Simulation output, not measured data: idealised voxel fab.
process module | voxel fin reveal
cross-section cut | 285 nm wide | cells 5 nm
A cross-section is a grid of square cells, given in bands from the top down. A band is one or more rows of cells.
Each band's line starts with the height of the band's top and of its bottom, in nm. Then come its materials from left to right, each with its width in nm. One material with "throughout" fills the band from edge to edge. "air" is empty space.
Height 0 is the level under which the wafer as received is all one material. The lowest band goes on downwards, as in "0 down".
A width such as "30 to 40" changes by the same amount from each row of cells to the next, from the band's top row to its bottom row.
"no change" after a step means that no cell of the cross-section changed.
closed voids: empty space of 8 cells or more with no open way to the top, each as width x height at its distance from the left edge, in nm
after a step's settings: what the simulator itself notes on the step
overlay nm, on a step with a mask: how far to the right of its planned place the mask lay; to the left if negative
plan
1 op RECEIVE | material Si
2 op CONFORMAL_DEP | material SiN | thk nm 10
3 op MASKED_ETCH | tone cover | mask id FINS | width nm 15 | pitch nm 35 | etch materials SiN | depth nm 10 | overlay nm 0
4 op MASKED_ETCH | tone cover | mask id FINS | width nm 15 | pitch nm 35 | etch materials Si | depth nm 30 | overlay nm 0
5 op OXIDIZE | depth nm 5
6 op FILL_DEP | material SiO2 | thk nm 15
7 op CMP | height nm 10
8 op SELECTIVE_ETCH | etch materials SiO2 | depth nm 30
9 op STRIP | etch materials SiN
as received, after step 1
  0 down: Si throughout
  closed voids: none
a wafer at the end: this start, this plan, one mistake
  0 to -20: air 120 | Si 10 | air 25 | Si 10 | air 120
  -20 to -35: SiO2 120 | Si 10 | SiO2 25 | Si 10 | SiO2 120
  -35 down: Si throughout
  closed voids: none
what went wrong: step 3 ran as: op MASKED_ETCH | tone cover | mask id FINS | width nm 20 | pitch nm 35 | etch materials SiN | depth nm 10 | overlay nm 0
